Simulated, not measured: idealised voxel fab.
Process module, titled voxel air gaps
Section shown: cut. Width: 285 nm. Cell size: 5 nm, square.
We lay out every cross-section as a grid of square cells and spell it out in bands from the top down, where one band means one or more rows of cells. Top, bottom (nm), then materials left to right with widths (nm); lone material tagged "all across" fills the whole band edge to edge; "air" = empty space. Where do heights start? At 0: under that level the wafer as delivered is made of one material only. And the lowest band has no floor; it just carries on downward, as in "top 0, no bottom". The notation "30 to 40" denotes a width that varies across the rows of cells in the band, beginning at the first number in the top row, finishing at the second number in the bottom row, and changing by an identical amount from each row to the next. Any step labelled "nothing changed" changed none of the cells in the cross-section. "Sealed-off cavities": sealed empty spaces, 8 cells or more, no open way to top, listed width x height at distance, with distance from the left edge and width, height and distance in nm. Heads up: the bit after the settings on a step's line is the simulator's remark on that step. overlay nm: step with mask; distance mask lay right of planned place; negative value = left of planned place.
## Below is the list of planned process steps
1 op RECEIVE | material Si
2 op CONFORMAL_DEP | material SiO2 | thk nm 10
3 op CONFORMAL_DEP | material SiN | thk nm 5
4 op DIRECTIONAL_DEP | material SiO2 | thk nm 40
5 op DIRECTIONAL_DEP | material aC | thk nm 10
6 op PATTERN | tone open | mask id LINES | material resist | width nm 25 | pitch nm 50 | thk nm 30 | overlay nm 0
7 op DIRECTIONAL_ETCH | etch materials aC | depth nm 10
8 op STRIP | etch materials resist
9 op DIRECTIONAL_ETCH | etch materials SiO2 | depth nm 40
10 op STRIP | etch materials aC
11 op CONFORMAL_DEP | material TiN | thk nm 5
12 op FILL_DEP | material W | thk nm 10
13 op CMP | height nm 55
14 op EPI | material Ru | thk nm 10
15 op SELECTIVE_ETCH | etch materials SiO2 | depth nm 50
16 op CONFORMAL_DEP | material SiN | thk nm 5
## As-received state of the wafer in cross-section, equivalent to post-step 1
> top 0, no bottom | Si all across
> Sealed-off cavities: none
## Final wafer profile in cross-section after the module, from the same start and plan as above, with one mistake made during processing
> top 70, bottom 65 | air: 75; SiN: 155; air: 55
> top 65, bottom 55 | air: 75; SiN: 5; Ru: 45; SiN: 5; Ru: 45; SiN: 5; Ru: 45; SiN: 5; air: 55
> top 55, bottom 50 | air: 75; SiN: 15; TiN: 5; W: 15; TiN: 5; SiN: 25; TiN: 5; W: 15; TiN: 5; SiN: 25; TiN: 5; W: 15; TiN: 5; SiN: 15; air: 55
> top 50, bottom 20 | air: 85; SiN: 5; TiN: 5; W: 15; TiN: 5; SiN: 5; air: 15; SiN: 5; TiN: 5; W: 15; TiN: 5; SiN: 5; air: 15; SiN: 5; TiN: 5; W: 15; TiN: 5; SiN: 5; air: 65
> top 20, bottom 15 | SiN: 90; TiN: 25; SiN: 25; TiN: 25; SiN: 25; TiN: 25; SiN: 70
> top 15, bottom 10 | SiN all across
> top 10, bottom 0 | SiO2 all across
> top 0, no bottom | Si all across
> Sealed-off cavities: 15 x 30 at 120; 15 x 30 at 170
Error vs. plan: step 6 was run on a setting that differed from the plan, and what really ran there is op PATTERN | tone open | mask id LINES | material resist | width nm 25 | pitch nm 50 | thk nm 30 | overlay nm 10
